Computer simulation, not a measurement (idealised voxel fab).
process module | voxel trench capacitor
cross-section cut | 225 nm wide | cells 5 nm
A cross-section is a grid of square cells, given in bands from the top down. A band is one or more rows of cells.
Each band's line starts with the height of the band's top and of its bottom, in nm. Then come its materials from left to right, each with its width in nm. One material with "throughout" fills the band from edge to edge. "air" is empty space.
Height 0 is the level under which the wafer as received is all one material. The lowest band goes on downwards, as in "0 down".
A width such as "30 to 40" changes by the same amount from each row of cells to the next, from the band's top row to its bottom row.
"no change" after a step means that no cell of the cross-section changed.
closed voids: empty space of 8 cells or more with no open way to the top, each as width x height at its distance from the left edge, in nm
after a step's settings: what the simulator itself notes on the step
overlay nm, on a step with a mask: how far to the right of its planned place the mask lay; to the left if negative
plan
1 op RECEIVE | material Si
2 op CONFORMAL_DEP | material SiN | thk nm 10
3 op MASKED_ETCH | tone open | mask id TRENCH | width nm 15 | pitch nm 45 | etch materials SiN | depth nm 10 | overlay nm 0
4 op MASKED_ETCH | tone open | mask id TRENCH | width nm 15 | pitch nm 45 | etch materials Si | depth nm 40 | overlay nm 0
5 op CONFORMAL_DEP | material SiO2 | thk nm 5
6 op FILL_DEP | material polySi | thk nm 5
7 op CMP | height nm 10
as received, after step 1
  0 down: Si throughout
  closed voids: none
a wafer at the end: this start, this plan, one mistake
  10 to 0: SiN 80 | SiO2 5 | SiN 5 | SiO2 5 | SiN 30 | SiO2 5 | SiN 5 | SiO2 5 | SiN 85
  0 to -35: Si 80 | SiO2 5 | SiN 5 | SiO2 5 | Si 30 | SiO2 5 | SiN 5 | SiO2 5 | Si 85
  -35 to -40: Si 80 | SiO2 15 | Si 30 | SiO2 15 | Si 85
  -40 down: Si throughout
  closed voids: none
what went wrong: step 6 ran as: op FILL_DEP | material SiN | thk nm 5
